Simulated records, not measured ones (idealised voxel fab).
The following is a process module called voxel local oxidation.
Each square cell in cross-section cut measures 5 nm, and the section as a whole is 260 nm wide.
Format of a cross-section: grid, square cells. Given as bands. Order: top down. Band: one or more rows of cells. Look at the band entry: it leads with the top's height and the bottom's height in nm. Then it lists the materials left to right, with a width in nm for each. The word "edge to edge" on a single material says that material fills the band edge to edge. The word "empty" is empty space. Below 0: as-received wafer, all one material; heights counted from there. Lowest band: no bottom, goes on down, written "0 down". The notation "30 to 40" denotes a width that varies across the rows of cells in the band, beginning at the first number in the top row, finishing at the second number in the bottom row, and changing by an identical amount from each row to the next. It should be understood that the words "nothing different", when stated for a given step, signify that the cross-section underwent no change in any of its cells during that step. Listed in "Unvented internal voids": every empty space of 8 or more cells without an open way to the top. Form: width x height at distance, the distance being from the left edge, all in nm. Note: text after step settings on the step line = simulator remark on that step. Regarding "overlay nm": on a step with a mask, it is the distance the mask lay to the right of its planned place; a negative value places it to the left.
Planned step list for the process:
step 1: RECEIVE (material Si)
step 2: CONFORMAL_DEP (material SiO2; thk nm 5)
step 3: CONFORMAL_DEP (material SiN; thk nm 10)
step 4: PATTERN (tone cover; mask id ACTIVE; material resist; width nm 105; pitch nm 125; thk nm 20; overlay nm 0)
step 5: DIRECTIONAL_ETCH (etch materials SiN; depth nm 10)
step 6: STRIP (etch materials resist)
step 7: SELECTIVE_ETCH (etch materials SiO2; depth nm 5)
step 8: OXIDIZE (depth nm 15)
step 9: STRIP (etch materials SiN)
Wafer cross-section on receipt, i.e. after step 1:
    0 down | Si edge to edge
    Unvented internal voids: none
The first of two wafers, cross-sectioned at the end of the module, with the run proceeding as planned:
    5 to 0 | empty (20), SiO2 (95), empty (30), SiO2 (95), empty (20)
    0 to -15 | SiO2 (35), Si (65), SiO2 (60), Si (65), SiO2 (35)
    -15 down | Si edge to edge
    Unvented internal voids: none
Cross-section of the latter of the two wafers at module completion. It had an identical start and an identical plan to the former; in running it, one mistake was made:
    15 to 5 | empty (15), SiN (105), empty (20), SiN (105), empty (15)
    5 to 0 | empty (20), SiO2 (95), empty (30), SiO2 (95), empty (20)
    0 to -15 | SiO2 (35), Si (65), SiO2 (60), Si (65), SiO2 (35)
    -15 down | Si edge to edge
    Unvented internal voids: none
What was the processing mistake? step 9 of the plan was omitted and not executed
Final tally in cells, some materials are higher or lower on the second wafer than on the first: 84 more of SiN
